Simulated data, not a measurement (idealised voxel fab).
Process module under the name voxel spacer lines
Pictured: cross-section cut, 250 nm wide, on a grid of 5 nm square cells.
A cross-section in this document is a grid of square cells, and it is written down as bands, the top band listed before the ones below it; a band is made up of one or more rows of cells. Heights first: top, then bottom, in nm. Then materials, left to right, each with a width in nm. "all across" on a single material: fills the band edge to edge. "empty": empty space. Note: height 0 marks the level under which the wafer is uniformly one material as received. Lowest band unbounded below, written "z 0 and below". Quick explanation for "30 to 40": the width changes in equal steps down the rows of cells, from the first number in the band's top row to the second number in its bottom row. "no modifications" (step): cross-section cells unchanged, all of them. "Sealed internal cavities" contains a list of empty spaces, each no smaller than 8 cells and without an open way to the top, written in the form width x height at distance with the distance from the left edge and all three in nm. If you see something after the settings on a step's line, that's the simulator's own remark about that step. The "overlay nm" setting may appear on a step's line; for a step that uses a mask, it gives how far to the right of its planned position the mask lay, and a negative value indicates the left.

[Steps in the process plan]
| 1 | RECEIVE, material Si |
| 2 | CONFORMAL_DEP, material Al2O3, thk nm 5 |
| 3 | DIRECTIONAL_DEP, material W, thk nm 10 |
| 4 | DIRECTIONAL_DEP, material polySi, thk nm 20 |
| 5 | PATTERN, tone cover, mask id MANDREL, material resist, width nm 20, pitch nm 60, thk nm 25, overlay nm -15 |
| 6 | DIRECTIONAL_ETCH, etch materials polySi, depth nm 20 |
| 7 | STRIP, etch materials resist |
| 8 | CONFORMAL_DEP, material SiO2, thk nm 10 |
| 9 | DIRECTIONAL_ETCH, etch materials SiO2, depth nm 10 |
| 10 | STRIP, etch materials polySi |
| 11 | DIRECTIONAL_ETCH, etch materials W, depth nm 10 |
| 12 | STRIP, etch materials SiO2 |
Wafers differ in overlay nm at step 5; plan lists the first wafer's value; identical starting state.

[After step 1, as received: first of several wafers, cross-section]
	z 0 and below: Si all across
	Sealed internal cavities: none

[Cross-section after step 12, the final step of the module, for the first of several wafers]
	z 15 to 5: empty 60 nm, W 10 nm, empty 20 nm, W 10 nm, empty 20 nm, W 10 nm, empty 20 nm, W 10 nm, empty 90 nm
	z 5 to 0: Al2O3 all across
	z 0 and below: Si all across
	Sealed internal cavities: none

[The module's end: a cross-section of the last wafer]
	z 15 to 5: empty 90 nm, W 10 nm, empty 20 nm, W 10 nm, empty 20 nm, W 10 nm, empty 20 nm, W 10 nm, empty 60 nm
	z 5 to 0: Al2O3 all across
	z 0 and below: Si all across
	Sealed internal cavities: none

[Row per wafer, end-of-module: cell gain (+)/loss (-) by material since the wafer came in, then closed voids]
overlay nm -15 | +50 Al2O3 | +16 W | Sealed internal cavities: none
overlay nm -10 | +50 Al2O3 | +16 W | Sealed internal cavities: none
overlay nm -5 | +50 Al2O3 | +16 W | Sealed internal cavities: none
overlay nm 0 | +50 Al2O3 | +16 W | Sealed internal cavities: none
overlay nm 5 | +50 Al2O3 | +16 W | Sealed internal cavities: none
overlay nm 10 | +50 Al2O3 | +16 W | Sealed internal cavities: none
overlay nm 15 | +50 Al2O3 | +16 W | Sealed internal cavities: none
